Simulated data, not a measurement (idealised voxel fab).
The name of this process module is voxel air gaps.
Square cells of 5 nm make up the cross-section cut, whose width is 215 nm.
For the purposes of this document, a cross-section shall be understood as a grid of square cells, specified as bands listed in top-to-bottom order, each band consisting of one or more rows of cells. Each band's line starts with the height of the band's top and of its bottom, in nm. Then come its materials from left to right, each with its width in nm. One material with "throughout" fills the band from edge to edge. "air" is empty space. Height is counted from the level 0, under which the received wafer is composed throughout of one material. The lowest of the bands is not closed at the bottom but continues downward, in the notation "0..down". The width entry "30 to 40" should be interpreted row by row: the top row of cells in the band takes the first number, the bottom row takes the second number, and the change between adjacent rows is uniform throughout. "no alterations made" -> step changed no cross-section cell. Reported under the label "Closed internal cavities" are the empty spaces having no open way to the top and comprising 8 cells or more; the notation for each is width x height at distance, in which the distance is measured from the left edge and all three values are in nm. Read whatever lies past the settings on a step's line as the simulator's own remark about the step. The "overlay nm" setting may appear on a step's line; for a step that uses a mask, it gives how far to the right of its planned position the mask lay, and a negative value indicates the left.

The planned process steps are enumerated hereunder
1,op RECEIVE | material Si
2,op CONFORMAL_DEP | material SiO2 | thk nm 10
3,op CONFORMAL_DEP | material SiCN | thk nm 5
4,op DIRECTIONAL_DEP | material lowk | thk nm 40
5,op DIRECTIONAL_DEP | material aC | thk nm 10
6,op PATTERN | tone open | mask id LINES | material resist | width nm 20 | pitch nm 50 | thk nm 30 | overlay nm 0
7,op DIRECTIONAL_ETCH | etch materials aC | depth nm 10
8,op STRIP | etch materials resist
9,op DIRECTIONAL_ETCH | etch materials lowk | depth nm 40
10,op STRIP | etch materials aC
11,op CONFORMAL_DEP | material TiN | thk nm 5
12,op FILL_DEP | material Cu | thk nm 5
13,op CMP | height nm 55
14,op EPI | material Ru | thk nm 10
15,op SELECTIVE_ETCH | etch materials lowk | depth nm 50
16,op CONFORMAL_DEP | material SiCN | thk nm 5

The first of two wafers, run as planned

Cross-section: wafer on arrival = after step 1
* 0..down = Si throughout
* Closed internal cavities: none

The following cross-section depicts the wafer upon completion of step 2
* 10..0 = SiO2 throughout
* Whatever lies below 0 is exactly as it was before.

The following cross-section depicts the wafer upon completion of step 3
* 15..10 = SiCN throughout
* Whatever lies below 10 is exactly as it was before.

The following cross-section depicts the wafer upon completion of step 4
* 55..15 = lowk throughout
* Whatever lies below 15 is exactly as it was before.

The following cross-section depicts the wafer upon completion of step 5
* 65..55 = aC throughout
* Whatever lies below 55 is exactly as it was before.

The following cross-section depicts the wafer upon completion of step 6
* 95..65 = resist 45 nm | air 20 nm | resist 30 nm | air 20 nm | resist 30 nm | air 20 nm | resist 50 nm
* Whatever lies below 65 is exactly as it was before.

The following cross-section depicts the wafer upon completion of step 7
* 85..65 = resist 45 nm | air 20 nm | resist 30 nm | air 20 nm | resist 30 nm | air 20 nm | resist 50 nm
* 65..55 = aC 45 nm | air 20 nm | aC 30 nm | air 20 nm | aC 30 nm | air 20 nm | aC 50 nm
* Whatever lies below 55 is exactly as it was before.

The following cross-section depicts the wafer upon completion of step 8
* 65..55 = aC 45 nm | air 20 nm | aC 30 nm | air 20 nm | aC 30 nm | air 20 nm | aC 50 nm
* Whatever lies below 55 is exactly as it was before.

The following cross-section depicts the wafer upon completion of step 9
* 65..55 = aC 45 nm | air 20 nm | aC 30 nm | air 20 nm | aC 30 nm | air 20 nm | aC 50 nm
* 55..15 = lowk 45 nm | air 20 nm | lowk 30 nm | air 20 nm | lowk 30 nm | air 20 nm | lowk 50 nm
* Whatever lies below 15 is exactly as it was before.

The following cross-section depicts the wafer upon completion of step 10
* 55..15 = lowk 45 nm | air 20 nm | lowk 30 nm | air 20 nm | lowk 30 nm | air 20 nm | lowk 50 nm
* Whatever lies below 15 is exactly as it was before.

The following cross-section depicts the wafer upon completion of step 11
* 60..55 = TiN 50 nm | air 10 nm | TiN 40 nm | air 10 nm | TiN 40 nm | air 10 nm | TiN 55 nm
* 55..20 = lowk 45 nm | TiN 5 nm | air 10 nm | TiN 5 nm | lowk 30 nm | TiN 5 nm | air 10 nm | TiN 5 nm | lowk 30 nm | TiN 5 nm | air 10 nm | TiN 5 nm | lowk 50 nm
* 20..15 = lowk 45 nm | TiN 20 nm | lowk 30 nm | TiN 20 nm | lowk 30 nm | TiN 20 nm | lowk 50 nm
* Whatever lies below 15 is exactly as it was before.

The following cross-section depicts the wafer upon completion of step 12
* 65..60 = Cu throughout
* 60..55 = TiN 50 nm | Cu 10 nm | TiN 40 nm | Cu 10 nm | TiN 40 nm | Cu 10 nm | TiN 55 nm
* 55..20 = lowk 45 nm | TiN 5 nm | Cu 10 nm | TiN 5 nm | lowk 30 nm | TiN 5 nm | Cu 10 nm | TiN 5 nm | lowk 30 nm | TiN 5 nm | Cu 10 nm | TiN 5 nm | lowk 50 nm
* Whatever lies below 20 is exactly as it was before.

The following cross-section depicts the wafer upon completion of step 13
* 55..20 = lowk 45 nm | TiN 5 nm | Cu 10 nm | TiN 5 nm | lowk 30 nm | TiN 5 nm | Cu 10 nm | TiN 5 nm | lowk 30 nm | TiN 5 nm | Cu 10 nm | TiN 5 nm | lowk 50 nm
* Whatever lies below 20 is exactly as it was before.

The following cross-section depicts the wafer upon completion of step 14
* 65..55 = air 35 nm | Ru 40 nm | air 10 nm | Ru 40 nm | air 10 nm | Ru 40 nm | air 40 nm
* Whatever lies below 55 is exactly as it was before.

The following cross-section depicts the wafer upon completion of step 15
* 65..55 = air 35 nm | Ru 40 nm | air 10 nm | Ru 40 nm | air 10 nm | Ru 40 nm | air 40 nm
* 55..20 = air 45 nm | TiN 5 nm | Cu 10 nm | TiN 5 nm | air 30 nm | TiN 5 nm | Cu 10 nm | TiN 5 nm | air 30 nm | TiN 5 nm | Cu 10 nm | TiN 5 nm | air 50 nm
* 20..15 = air 45 nm | TiN 20 nm | air 30 nm | TiN 20 nm | air 30 nm | TiN 20 nm | air 50 nm
* Whatever lies below 15 is exactly as it was before.

The following cross-section depicts the wafer upon completion of step 16
* 70..65 = air 30 nm | SiCN 150 nm | air 35 nm
* 65..55 = air 30 nm | SiCN 5 nm | Ru 40 nm | SiCN 10 nm | Ru 40 nm | SiCN 10 nm | Ru 40 nm | SiCN 5 nm | air 35 nm
* 55..50 = air 30 nm | SiCN 15 nm | TiN 5 nm | Cu 10 nm | TiN 5 nm | SiCN 30 nm | TiN 5 nm | Cu 10 nm | TiN 5 nm | SiCN 30 nm | TiN 5 nm | Cu 10 nm | TiN 5 nm | SiCN 15 nm | air 35 nm
* 50..20 = air 40 nm | SiCN 5 nm | TiN 5 nm | Cu 10 nm | TiN 5 nm | SiCN 5 nm | air 20 nm | SiCN 5 nm | TiN 5 nm | Cu 10 nm | TiN 5 nm | SiCN 5 nm | air 20 nm | SiCN 5 nm | TiN 5 nm | Cu 10 nm | TiN 5 nm | SiCN 5 nm | air 45 nm
* 20..15 = SiCN 45 nm | TiN 20 nm | SiCN 30 nm | TiN 20 nm | SiCN 30 nm | TiN 20 nm | SiCN 50 nm
* Whatever lies below 15 is exactly as it was before.
* Closed internal cavities: 20 x 30 at 70; 20 x 30 at 120

Now the other wafer: same start, same recipe, but we messed up one thing when running it. Up to and including step 5 it's the same as the first one

Cross-section, second wafer, at the end time the plan gives for step 6
* 95..65 = resist 50 nm | air 15 nm | resist 35 nm | air 15 nm | resist 35 nm | air 15 nm | resist 50 nm
* Whatever lies below 65 is exactly as it was before.

Cross-section, second wafer, at the end time the plan gives for step 7
* 85..65 = resist 50 nm | air 15 nm | resist 35 nm | air 15 nm | resist 35 nm | air 15 nm | resist 50 nm
* 65..55 = aC 50 nm | air 15 nm | aC 35 nm | air 15 nm | aC 35 nm | air 15 nm | aC 50 nm
* Whatever lies below 55 is exactly as it was before.

Cross-section, second wafer, at the end time the plan gives for step 8
* 65..55 = aC 50 nm | air 15 nm | aC 35 nm | air 15 nm | aC 35 nm | air 15 nm | aC 50 nm
* Whatever lies below 55 is exactly as it was before.

Cross-section, second wafer, at the end time the plan gives for step 9
* 65..55 = aC 50 nm | air 15 nm | aC 35 nm | air 15 nm | aC 35 nm | air 15 nm | aC 50 nm
* 55..15 = lowk 50 nm | air 15 nm | lowk 35 nm | air 15 nm | lowk 35 nm | air 15 nm | lowk 50 nm
* Whatever lies below 15 is exactly as it was before.

Cross-section, second wafer, at the end time the plan gives for step 10
* 55..15 = lowk 50 nm | air 15 nm | lowk 35 nm | air 15 nm | lowk 35 nm | air 15 nm | lowk 50 nm
* Whatever lies below 15 is exactly as it was before.

Cross-section, second wafer, at the end time the plan gives for step 11
* 60..55 = TiN 55 nm | air 5 nm | TiN 45 nm | air 5 nm | TiN 45 nm | air 5 nm | TiN 55 nm
* 55..20 = lowk 50 nm | TiN 5 nm | air 5 nm | TiN 5 nm | lowk 35 nm | TiN 5 nm | air 5 nm | TiN 5 nm | lowk 35 nm | TiN 5 nm | air 5 nm | TiN 5 nm | lowk 50 nm
* 20..15 = lowk 50 nm | TiN 15 nm | lowk 35 nm | TiN 15 nm | lowk 35 nm | TiN 15 nm | lowk 50 nm
* Whatever lies below 15 is exactly as it was before.

Cross-section, second wafer, at the end time the plan gives for step 12
* 65..60 = Cu throughout
* 60..55 = TiN 55 nm | Cu 5 nm | TiN 45 nm | Cu 5 nm | TiN 45 nm | Cu 5 nm | TiN 55 nm
* 55..20 = lowk 50 nm | TiN 5 nm | Cu 5 nm | TiN 5 nm | lowk 35 nm | TiN 5 nm | Cu 5 nm | TiN 5 nm | lowk 35 nm | TiN 5 nm | Cu 5 nm | TiN 5 nm | lowk 50 nm
* Whatever lies below 20 is exactly as it was before.

Cross-section, second wafer, at the end time the plan gives for step 13
* 55..20 = lowk 50 nm | TiN 5 nm | Cu 5 nm | TiN 5 nm | lowk 35 nm | TiN 5 nm | Cu 5 nm | TiN 5 nm | lowk 35 nm | TiN 5 nm | Cu 5 nm | TiN 5 nm | lowk 50 nm
* Whatever lies below 20 is exactly as it was before.

Cross-section, second wafer, at the end time the plan gives for step 14
* 65..55 = air 40 nm | Ru 35 nm | air 15 nm | Ru 35 nm | air 15 nm | Ru 35 nm | air 40 nm
* Whatever lies below 55 is exactly as it was before.

Cross-section, second wafer, at the end time the plan gives for step 15
* 65..55 = air 40 nm | Ru 35 nm | air 15 nm | Ru 35 nm | air 15 nm | Ru 35 nm | air 40 nm
* 55..20 = air 50 nm | TiN 5 nm | Cu 5 nm | TiN 5 nm | air 35 nm | TiN 5 nm | Cu 5 nm | TiN 5 nm | air 35 nm | TiN 5 nm | Cu 5 nm | TiN 5 nm | air 50 nm
* 20..15 = air 50 nm | TiN 15 nm | air 35 nm | TiN 15 nm | air 35 nm | TiN 15 nm | air 50 nm
* Whatever lies below 15 is exactly as it was before.

Cross-section, second wafer, at the end time the plan gives for step 16
* 70..65 = air 35 nm | SiCN 45 nm | air 5 nm | SiCN 45 nm | air 5 nm | SiCN 45 nm | air 35 nm
* 65..55 = air 35 nm | SiCN 5 nm | Ru 35 nm | SiCN 5 nm | air 5 nm | SiCN 5 nm | Ru 35 nm | SiCN 5 nm | air 5 nm | SiCN 5 nm | Ru 35 nm | SiCN 5 nm | air 35 nm
* 55..50 = air 35 nm | SiCN 15 nm | TiN 5 nm | Cu 5 nm | TiN 5 nm | SiCN 15 nm | air 5 nm | SiCN 15 nm | TiN 5 nm | Cu 5 nm | TiN 5 nm | SiCN 15 nm | air 5 nm | SiCN 15 nm | TiN 5 nm | Cu 5 nm | TiN 5 nm | SiCN 15 nm | air 35 nm
* 50..20 = air 45 nm | SiCN 5 nm | TiN 5 nm | Cu 5 nm | TiN 5 nm | SiCN 5 nm | air 25 nm | SiCN 5 nm | TiN 5 nm | Cu 5 nm | TiN 5 nm | SiCN 5 nm | air 25 nm | SiCN 5 nm | TiN 5 nm | Cu 5 nm | TiN 5 nm | SiCN 5 nm | air 45 nm
* 20..15 = SiCN 50 nm | TiN 15 nm | SiCN 35 nm | TiN 15 nm | SiCN 35 nm | TiN 15 nm | SiCN 50 nm
* Whatever lies below 15 is exactly as it was before.
Diagnosis: step 6 did not use the planned setting and instead ran as op PATTERN | tone open | mask id LINES | material resist | width nm 15 | pitch nm 50 | thk nm 30 | overlay nm 0
It is noted that, at the conclusion of processing, the second wafer exhibits a higher or lower cell count for certain materials relative to the first: Cu -21; Ru -6; TiN -3
closed voids at the end (first wafer, second wafer): 2, 0
